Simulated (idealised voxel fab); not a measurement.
process module | voxel trench capacitor
cross-section cut | 300 nm wide | cells 5 nm
A cross-section is a grid of square cells, given in bands from the top down. A band is one or more rows of cells.
Each band's line starts with the height of the band's top and of its bottom, in nm. Then come its materials from left to right, each with its width in nm. One material with "throughout" fills the band from edge to edge. "air" is empty space.
Height 0 is the level under which the wafer as received is all one material. The lowest band goes on downwards, as in "0 down".
A width such as "30 to 40" changes by the same amount from each row of cells to the next, from the band's top row to its bottom row.
"no change" after a step means that no cell of the cross-section changed.
closed voids: empty space of 8 cells or more with no open way to the top, each as width x height at its distance from the left edge, in nm
after a step's settings: what the simulator itself notes on the step
overlay nm, on a step with a mask: how far to the right of its planned place the mask lay; to the left if negative
plan
1 op RECEIVE | material Si
2 op CONFORMAL_DEP | material SiN | thk nm 5
3 op DIRECTIONAL_DEP | material aC | thk nm 10
4 op PATTERN | tone open | mask id TRENCH | material resist | width nm 15 | pitch nm 35 | thk nm 25 | overlay nm 0
5 op DIRECTIONAL_ETCH | etch materials aC | depth nm 10
6 op STRIP | etch materials resist
7 op DIRECTIONAL_ETCH | etch materials SiN | depth nm 5
8 op DIRECTIONAL_ETCH | etch materials Si | depth nm 40
9 op STRIP | etch materials aC
10 op CONFORMAL_DEP | material SiO2 | thk nm 5
11 op FILL_DEP | material polySi | thk nm 5
12 op CMP | height nm 5
first wafer, as planned
as received, after step 1
  0 down: Si throughout
  closed voids: none
after step 2
  5 to 0: SiN throughout
  below 0: unchanged
after step 3
  15 to 5: aC throughout
  below 5: unchanged
after step 4
  40 to 15: resist 90 | air 15 | resist 20 | air 15 | resist 20 | air 15 | resist 20 | air 15 | resist 90
  below 15: unchanged
after step 5
  30 to 15: resist 90 | air 15 | resist 20 | air 15 | resist 20 | air 15 | resist 20 | air 15 | resist 90
  15 to 5: aC 90 | air 15 | aC 20 | air 15 | aC 20 | air 15 | aC 20 | air 15 | aC 90
  below 5: unchanged
after step 6
  15 to 5: aC 90 | air 15 | aC 20 | air 15 | aC 20 | air 15 | aC 20 | air 15 | aC 90
  below 5: unchanged
after step 7
  15 to 5: aC 90 | air 15 | aC 20 | air 15 | aC 20 | air 15 | aC 20 | air 15 | aC 90
  5 to 0: SiN 90 | air 15 | SiN 20 | air 15 | SiN 20 | air 15 | SiN 20 | air 15 | SiN 90
  below 0: unchanged
after step 8
  15 to 5: aC 90 | air 15 | aC 20 | air 15 | aC 20 | air 15 | aC 20 | air 15 | aC 90
  5 to 0: SiN 90 | air 15 | SiN 20 | air 15 | SiN 20 | air 15 | SiN 20 | air 15 | SiN 90
  0 to -40: Si 90 | air 15 | Si 20 | air 15 | Si 20 | air 15 | Si 20 | air 15 | Si 90
  below -40: unchanged
after step 9
  5 to 0: SiN 90 | air 15 | SiN 20 | air 15 | SiN 20 | air 15 | SiN 20 | air 15 | SiN 90
  below 0: unchanged
after step 10
  10 to 5: SiO2 95 | air 5 | SiO2 30 | air 5 | SiO2 30 | air 5 | SiO2 30 | air 5 | SiO2 95
  5 to 0: SiN 90 | SiO2 5 | air 5 | SiO2 5 | SiN 20 | SiO2 5 | air 5 | SiO2 5 | SiN 20 | SiO2 5 | air 5 | SiO2 5 | SiN 20 | SiO2 5 | air 5 | SiO2 5 | SiN 90
  0 to -35: Si 90 | SiO2 5 | air 5 | SiO2 5 | Si 20 | SiO2 5 | air 5 | SiO2 5 | Si 20 | SiO2 5 | air 5 | SiO2 5 | Si 20 | SiO2 5 | air 5 | SiO2 5 | Si 90
  -35 to -40: Si 90 | SiO2 15 | Si 20 | SiO2 15 | Si 20 | SiO2 15 | Si 20 | SiO2 15 | Si 90
  below -40: unchanged
after step 11
  15 to 10: polySi throughout
  10 to 5: SiO2 95 | polySi 5 | SiO2 30 | polySi 5 | SiO2 30 | polySi 5 | SiO2 30 | polySi 5 | SiO2 95
  5 to 0: SiN 90 | SiO2 5 | polySi 5 | SiO2 5 | SiN 20 | SiO2 5 | polySi 5 | SiO2 5 | SiN 20 | SiO2 5 | polySi 5 | SiO2 5 | SiN 20 | SiO2 5 | polySi 5 | SiO2 5 | SiN 90
  0 to -35: Si 90 | SiO2 5 | polySi 5 | SiO2 5 | Si 20 | SiO2 5 | polySi 5 | SiO2 5 | Si 20 | SiO2 5 | polySi 5 | SiO2 5 | Si 20 | SiO2 5 | polySi 5 | SiO2 5 | Si 90
  below -35: unchanged
after step 12
  5 to 0: SiN 90 | SiO2 5 | polySi 5 | SiO2 5 | SiN 20 | SiO2 5 | polySi 5 | SiO2 5 | SiN 20 | SiO2 5 | polySi 5 | SiO2 5 | SiN 20 | SiO2 5 | polySi 5 | SiO2 5 | SiN 90
  below 0: unchanged
second wafer: like start, like plan, one mistake. Through step 7 it matches the first wafer
when step 8 should have ended
  15 to 5: aC 90 | air 15 | aC 20 | air 15 | aC 20 | air 15 | aC 20 | air 15 | aC 90
  5 to 0: SiN 90 | air 15 | SiN 20 | air 15 | SiN 20 | air 15 | SiN 20 | air 15 | SiN 90
  0 to -80: Si 90 | air 15 | Si 20 | air 15 | Si 20 | air 15 | Si 20 | air 15 | Si 90
  below -80: unchanged
when step 9 should have ended
  5 to 0: SiN 90 | air 15 | SiN 20 | air 15 | SiN 20 | air 15 | SiN 20 | air 15 | SiN 90
  below 0: unchanged
when step 10 should have ended
  10 to 5: SiO2 95 | air 5 | SiO2 30 | air 5 | SiO2 30 | air 5 | SiO2 30 | air 5 | SiO2 95
  5 to 0: SiN 90 | SiO2 5 | air 5 | SiO2 5 | SiN 20 | SiO2 5 | air 5 | SiO2 5 | SiN 20 | SiO2 5 | air 5 | SiO2 5 | SiN 20 | SiO2 5 | air 5 | SiO2 5 | SiN 90
  0 to -75: Si 90 | SiO2 5 | air 5 | SiO2 5 | Si 20 | SiO2 5 | air 5 | SiO2 5 | Si 20 | SiO2 5 | air 5 | SiO2 5 | Si 20 | SiO2 5 | air 5 | SiO2 5 | Si 90
  -75 to -80: Si 90 | SiO2 15 | Si 20 | SiO2 15 | Si 20 | SiO2 15 | Si 20 | SiO2 15 | Si 90
  below -80: unchanged
when step 11 should have ended
  15 to 10: polySi throughout
  10 to 5: SiO2 95 | polySi 5 | SiO2 30 | polySi 5 | SiO2 30 | polySi 5 | SiO2 30 | polySi 5 | SiO2 95
  5 to 0: SiN 90 | SiO2 5 | polySi 5 | SiO2 5 | SiN 20 | SiO2 5 | polySi 5 | SiO2 5 | SiN 20 | SiO2 5 | polySi 5 | SiO2 5 | SiN 20 | SiO2 5 | polySi 5 | SiO2 5 | SiN 90
  0 to -75: Si 90 | SiO2 5 | polySi 5 | SiO2 5 | Si 20 | SiO2 5 | polySi 5 | SiO2 5 | Si 20 | SiO2 5 | polySi 5 | SiO2 5 | Si 20 | SiO2 5 | polySi 5 | SiO2 5 | Si 90
  below -75: unchanged
when step 12 should have ended
  5 to 0: SiN 90 | SiO2 5 | polySi 5 | SiO2 5 | SiN 20 | SiO2 5 | polySi 5 | SiO2 5 | SiN 20 | SiO2 5 | polySi 5 | SiO2 5 | SiN 20 | SiO2 5 | polySi 5 | SiO2 5 | SiN 90
  below 0: unchanged
what went wrong: step 8 was run twice
at the end the second wafer has, in cells: 96 fewer of Si | 64 more of SiO2 | 32 more of polySi
